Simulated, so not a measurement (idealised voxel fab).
The following is a process module called voxel lift off.
The cross-section on display is named cut; it measures 180 nm wide, and its cells are 5 nm squares.
Think of the cross-section as a grid of square cells. We describe it in bands, top to bottom, and each band covers one or more rows of those cells.
Read a band's entry like this: the first values are the height of its top and the height of its bottom in nm, and what follows is the sequence of materials from left to right, each with its width in nm. Note that "blank" is empty space, and that a single material marked "edge to edge" reaches across the band from edge to edge.
We count height from 0. Below that, the starting wafer is all one material. The lowest band never ends at the bottom but goes on down; see "0..down" for how that is written.
A width such as "30->40" changes by the same amount from each row of cells to the next, from the band's top row to its bottom row.
When a step is marked "no modifications", none of the cells in the cross-section changed during that step.
The list in "Voids, enclosed" covers empty spaces of 8 cells or more that cannot reach the top through any open way, and it gives each as width x height at distance; the distance is from the left edge, and width, height and distance are in nm.
What comes after the settings on a step's line is commentary from the simulator itself on that step.
overlay nm: how far to the right of its planned place the mask lay on this masked step (negative: to the left).

## Here's what the planned process steps look like
1: RECEIVE (material Si)
2: CONFORMAL_DEP (material Al2O3; thk nm 15)
3: PATTERN (tone open; mask id LINES; material resist; width nm 25; pitch nm 50; thk nm 25; overlay nm -15)
4: DIRECTIONAL_DEP (material Ru; thk nm 10)
5: STRIP (etch materials resist)
6: CONFORMAL_DEP (material SiN; thk nm 5)
Every wafer here starts from the same state; it is the step 3 overlay nm that distinguishes them, and the value the plan gives belongs to the first wafer.

## Incoming state of the first of several wafers in cross-section: after step 1
	0..down: Si edge to edge
	Voids, enclosed: none

## Table: wafers, a row each; end-of-module cell change per material since receipt, gain (+), loss (-); then closed voids
overlay nm -15, +108 Al2O3, +20 Ru, +44 SiN, Voids, enclosed: none
overlay nm -10, +108 Al2O3, +20 Ru, +44 SiN, Voids, enclosed: none
overlay nm -5, +108 Al2O3, +20 Ru, +44 SiN, Voids, enclosed: none
overlay nm 0, +108 Al2O3, +20 Ru, +44 SiN, Voids, enclosed: none
overlay nm 5, +108 Al2O3, +20 Ru, +44 SiN, Voids, enclosed: none
overlay nm 10, +108 Al2O3, +20 Ru, +44 SiN, Voids, enclosed: none
overlay nm 15, +108 Al2O3, +20 Ru, +44 SiN, Voids, enclosed: none
